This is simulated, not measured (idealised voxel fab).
Process module under the name voxel gate over fins
FYI the section here is cut, 235 nm wide, cells are 5 nm squares.
Cross-section = grid of square cells, listed top down in bands; band = one or more rows. Heads up on the band format: heights come first, top then bottom, in nm. After that it's the materials left to right, each with its width in nm. A single material flagged "edge to edge" fills the whole band edge to edge, and "blank" means there's empty space there. Heads up on the height convention: 0 is the point under which the incoming wafer is all one material, and the lowest band has no bottom, it just keeps going down, like "0 and below". The width entry "30 to 40" should be interpreted row by row: the top row of cells in the band takes the first number, the bottom row takes the second number, and the change between adjacent rows is uniform throughout. No cell of the cross-section changed in a step that is given as "remains unaltered". "Enclosed void entries" means: voids of 8 cells or more that are shut off from the top with no open way through. Written width x height at distance, distance from the left edge, in nm. Heads up: the bit after the settings on a step's line is the simulator's remark on that step. Each step line may optionally specify "overlay nm", which for a step with a mask gives the rightward distance between the mask's planned place and where it lay, a negative value indicating the leftward direction.
## The steps planned for the process are as follows
1 RECEIVE, material Si
2 CONFORMAL_DEP, material SiN, thk nm 5
3 MASKED_ETCH, tone cover, mask id FINS, width nm 15, pitch nm 55, etch materials SiN, depth nm 5, overlay nm 0
4 MASKED_ETCH, tone cover, mask id FINS, width nm 15, pitch nm 55, etch materials Si, depth nm 40, overlay nm 0
5 OXIDIZE, depth nm 5
6 FILL_DEP, material SiO2, thk nm 10
7 CMP, height nm 5
8 PATTERN, tone open, mask id RAIL, material resist, width nm 15, thk nm 20, overlay nm 0
9 DIRECTIONAL_ETCH, etch materials SiO2, depth nm 30
10 STRIP, etch materials resist
11 CONFORMAL_DEP, material TiN, thk nm 5
12 FILL_DEP, material Ru, thk nm 5
13 CMP, height nm 5
14 SELECTIVE_ETCH, etch materials W Ru TiN, depth nm 25
15 FILL_DEP, material SiO2, thk nm 5
16 CMP, height nm 5
17 SELECTIVE_ETCH, etch materials SiO2, depth nm 15
18 STRIP, etch materials SiN
19 CONFORMAL_DEP, material HfO2, thk nm 5
20 CONFORMAL_DEP, material TiN, thk nm 5
21 CONFORMAL_DEP, material TiAl, thk nm 5
22 CONFORMAL_DEP, material TiN, thk nm 5
23 FILL_DEP, material W, thk nm 15
24 CMP, height nm 30
25 CONFORMAL_DEP, material SiN, thk nm 5
Wafers differ in depth nm at step 9; plan lists the first wafer's value; identical starting state.
## So this is the first of several wafers, cross-sectioned as it came to us, meaning it's at the end of step 1
* 0 and below: Si edge to edge
* Enclosed void entries: none
## Quick key for the table: a row per wafer, taken at the end of the module. For each material it tells you how many cells the wafer gained (+) or lost (-) since it came in, and the closed voids come after
depth nm 30; +55 HfO2; -405 Si; +47 SiN; +312 SiO2; +55 TiAl; +113 TiN; +152 W; Enclosed void entries: none
depth nm 35; +55 HfO2; +1 Ru; -405 Si; +47 SiN; +309 SiO2; +55 TiAl; +115 TiN; +152 W; Enclosed void entries: none
depth nm 40; +55 HfO2; +2 Ru; -405 Si; +47 SiN; +306 SiO2; +55 TiAl; +117 TiN; +152 W; Enclosed void entries: none
depth nm 45; +55 HfO2; +3 Ru; -405 Si; +47 SiN; +303 SiO2; +55 TiAl; +119 TiN; +152 W; Enclosed void entries: none
depth nm 50; +55 HfO2; +4 Ru; -405 Si; +47 SiN; +300 SiO2; +55 TiAl; +121 TiN; +152 W; Enclosed void entries: none
depth nm 55; +55 HfO2; +4 Ru; -405 Si; +47 SiN; +300 SiO2; +55 TiAl; +121 TiN; +152 W; Enclosed void entries: none
